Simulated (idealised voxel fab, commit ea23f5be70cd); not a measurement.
Documented hereafter: the process module known as voxel gate over fins.
Shown is cross-section cut, with a width of 295 nm and square cells of size 5 nm.
Think of the cross-section as a grid of square cells. We describe it in bands, top to bottom, and each band covers one or more rows of those cells. Basically the band line says how high the top is and how high the bottom is, in nm, and then what's in it from left to right, every material with its width in nm. Empty space shows up as "air", and if a single material carries "all across" it runs the full band edge to edge. Basically, 0 is our baseline, since under it the wafer straight out of the box is all one material. The bottom band has no lower end and keeps on going down, so it looks like "0 and below". The notation "30..40" denotes a width that varies across the rows of cells in the band, beginning at the first number in the top row, finishing at the second number in the bottom row, and changing by an identical amount from each row to the next. "nothing altered" -> step changed no cross-section cell. "Sealed-off cavities" enumerates empty spaces isolated from the top, with no open way to it, that contain at least 8 cells, giving each as width x height at distance from the left edge, all three in nm. Read whatever lies past the settings on a step's line as the simulator's own remark about the step. overlay nm: on a step with a mask, how far right of its planned place the mask lay; negative means left.

### Steps in the process plan
1: RECEIVE (material Si)
2: CONFORMAL_DEP (material SiN; thk nm 10)
3: PATTERN (tone cover; mask id FINS; material resist; width nm 15; pitch nm 45; thk nm 20; overlay nm 0)
4: DIRECTIONAL_ETCH (etch materials SiN; depth nm 10)
5: DIRECTIONAL_ETCH (etch materials Si; depth nm 40)
6: STRIP (etch materials resist)
7: OXIDIZE (depth nm 5)
8: FILL_DEP (material SiO2; thk nm 15)
9: CMP (height nm 10)
10: SELECTIVE_ETCH (etch materials SiO2; depth nm 20)
11: STRIP (etch materials SiN)
12: CONFORMAL_DEP (material HfO2; thk nm 5)
13: CONFORMAL_DEP (material TiN; thk nm 5)
14: FILL_DEP (material W; thk nm 10)
15: CMP (height nm 15)
16: CONFORMAL_DEP (material SiN; thk nm 10)

### as received, after step 1
  0 and below = Si all across
  Sealed-off cavities: none

### The cross-section shown corresponds to the wafer at the conclusion of the module. The initial structure and the process plan are those presented above; however, one mistake occurred in executing the plan
  25 down to 15 = SiN all across
  15 down to 10 = W all across
  10 down to 5 = W=110, TiN=25, W=20, TiN=25, W=115
  5 down to 0 = W=110, TiN=5, HfO2=15, TiN=5, W=20, TiN=5, HfO2=15, TiN=5, W=115
  0 down to -20 = W=110, TiN=5, HfO2=5, Si=5, HfO2=5, TiN=5, W=20, TiN=5, HfO2=5, Si=5, HfO2=5, TiN=5, W=115
  -20 down to -25 = TiN=115, HfO2=5, Si=5, HfO2=5, TiN=30, HfO2=5, Si=5, HfO2=5, TiN=120
  -25 down to -30 = HfO2=120, Si=5, HfO2=40, Si=5, HfO2=125
  -30 down to -45 = SiO2=120, Si=5, SiO2=40, Si=5, SiO2=125
  -45 and below = Si all across
  Sealed-off cavities: none
Deviation noted in wafer processing: plan step 10 was conducted twice
